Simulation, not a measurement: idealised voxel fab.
The process module presented herein is designated voxel tone inversion.
210 nm wide, 5 nm square cells: that's cross-section cut.
In what follows, cross-sections appear as grids of square cells, described through bands that run from the top down, where every band is one or more rows of cells.
Heights first: top, then bottom, in nm. Then materials, left to right, each with a width in nm. "all across" on a single material: fills the band edge to edge. "empty": empty space.
It should be noted that heights are counted from 0, beneath which the wafer as supplied is of one material throughout, and that the lowest band possesses no lower boundary but continues downward, as written in "0 nm and below".
A width such as "30..40" changes by the same amount from each row of cells to the next, from the band's top row to its bottom row.
It should be understood that the words "same as before", when stated for a given step, signify that the cross-section underwent no change in any of its cells during that step.
Entry "Unvented voids". Content: empty spaces with no open connection to the top, size 8 cells or greater. Each: width x height at distance. Distance: from left edge. Unit: nm.
On each step's line, the part that comes after the settings is the simulator's own comment on the step.
On any step carrying a mask, the "overlay nm" setting, if present on the step's line, tells how far right of its planned place the mask lay; negative values point to the left.
Planned process steps
1) RECEIVE with material Si
2) CONFORMAL_DEP with material SiCN, thk nm 5
3) DIRECTIONAL_DEP with material aC, thk nm 25
4) PATTERN with tone cover, mask id POSTS, material resist, width nm 15, pitch nm 40, thk nm 30, overlay nm 0
5) DIRECTIONAL_ETCH with etch materials aC, depth nm 25
6) STRIP with etch materials resist
7) FILL_DEP with material lowk, thk nm 5
8) CMP with height nm 30
9) STRIP with etch materials aC
10) CONFORMAL_DEP with material TiN, thk nm 5
11) FILL_DEP with material Ru, thk nm 10
12) CMP with height nm 30
13) CONFORMAL_DEP with material SiCN, thk nm 5
Concerning the first of two wafers, which was run in accordance with the plan
Cross-sectional view of the wafer in its as-received condition, corresponding to the state after step 1
	0 nm and below  Si all across
	Unvented voids: none
Cross-section of the wafer after step 2
	5 nm to 0 nm  SiCN all across
	Below a height of 0, the structure has not been altered.
Cross-section of the wafer after step 3
	30 nm to 5 nm  aC all across
	Below a height of 5, the structure has not been altered.
Cross-section of the wafer after step 4
	60 nm to 30 nm  75 nm empty, then 15 nm resist, then 25 nm empty, then 15 nm resist, then 80 nm empty
	Below a height of 30, the structure has not been altered.
Cross-section of the wafer after step 5
	35 nm to 30 nm  75 nm empty, then 15 nm resist, then 25 nm empty, then 15 nm resist, then 80 nm empty
	30 nm to 5 nm  75 nm empty, then 15 nm aC, then 25 nm empty, then 15 nm aC, then 80 nm empty
	Below a height of 5, the structure has not been altered.
Cross-section of the wafer after step 6
	30 nm to 5 nm  75 nm empty, then 15 nm aC, then 25 nm empty, then 15 nm aC, then 80 nm empty
	Below a height of 5, the structure has not been altered.
Cross-section of the wafer after step 7
	35 nm to 30 nm  lowk all across
	30 nm to 5 nm  75 nm lowk, then 15 nm aC, then 25 nm lowk, then 15 nm aC, then 80 nm lowk
	Below a height of 5, the structure has not been altered.
Cross-section of the wafer after step 8
	30 nm to 5 nm  75 nm lowk, then 15 nm aC, then 25 nm lowk, then 15 nm aC, then 80 nm lowk
	Below a height of 5, the structure has not been altered.
Cross-section of the wafer after step 9
	30 nm to 5 nm  75 nm lowk, then 15 nm empty, then 25 nm lowk, then 15 nm empty, then 80 nm lowk
	Below a height of 5, the structure has not been altered.
Cross-section of the wafer after step 10
	35 nm to 30 nm  80 nm TiN, then 5 nm empty, then 35 nm TiN, then 5 nm empty, then 85 nm TiN
	30 nm to 10 nm  75 nm lowk, then 5 nm TiN, then 5 nm empty, then 5 nm TiN, then 25 nm lowk, then 5 nm TiN, then 5 nm empty, then 5 nm TiN, then 80 nm lowk
	10 nm to 5 nm  75 nm lowk, then 15 nm TiN, then 25 nm lowk, then 15 nm TiN, then 80 nm lowk
	Below a height of 5, the structure has not been altered.
Cross-section of the wafer after step 11
	45 nm to 35 nm  Ru all across
	35 nm to 30 nm  80 nm TiN, then 5 nm Ru, then 35 nm TiN, then 5 nm Ru, then 85 nm TiN
	30 nm to 10 nm  75 nm lowk, then 5 nm TiN, then 5 nm Ru, then 5 nm TiN, then 25 nm lowk, then 5 nm TiN, then 5 nm Ru, then 5 nm TiN, then 80 nm lowk
	Below a height of 10, the structure has not been altered.
Cross-section of the wafer after step 12
	30 nm to 10 nm  75 nm lowk, then 5 nm TiN, then 5 nm Ru, then 5 nm TiN, then 25 nm lowk, then 5 nm TiN, then 5 nm Ru, then 5 nm TiN, then 80 nm lowk
	Below a height of 10, the structure has not been altered.
Cross-section of the wafer after step 13
	35 nm to 30 nm  SiCN all across
	Below a height of 30, the structure has not been altered.
Now the other wafer: same start, same recipe, but we messed up one thing when running it. Up to and including step 10 it's the same as the first one
Second wafer, section view, time point: scheduled end of step 11
	45 nm to 35 nm  lowk all across
	35 nm to 30 nm  80 nm TiN, then 5 nm lowk, then 35 nm TiN, then 5 nm lowk, then 85 nm TiN
	30 nm to 10 nm  75 nm lowk, then 5 nm TiN, then 5 nm lowk, then 5 nm TiN, then 25 nm lowk, then 5 nm TiN, then 5 nm lowk, then 5 nm TiN, then 80 nm lowk
	Below a height of 10, the structure has not been altered.
Second wafer, section view, time point: scheduled end of step 12
	30 nm to 10 nm  75 nm lowk, then 5 nm TiN, then 5 nm lowk, then 5 nm TiN, then 25 nm lowk, then 5 nm TiN, then 5 nm lowk, then 5 nm TiN, then 80 nm lowk
	Below a height of 10, the structure has not been altered.
Second wafer, section view, time point: scheduled end of step 13
	35 nm to 30 nm  SiCN all across
	Below a height of 30, the structure has not been altered.
Finding, execution versus plan: step 11 did not happen as planned, as run it was FILL_DEP with material lowk, thk nm 10
End of process, cell counts, second wafer against first, materials with more or fewer: Ru -8; lowk +8
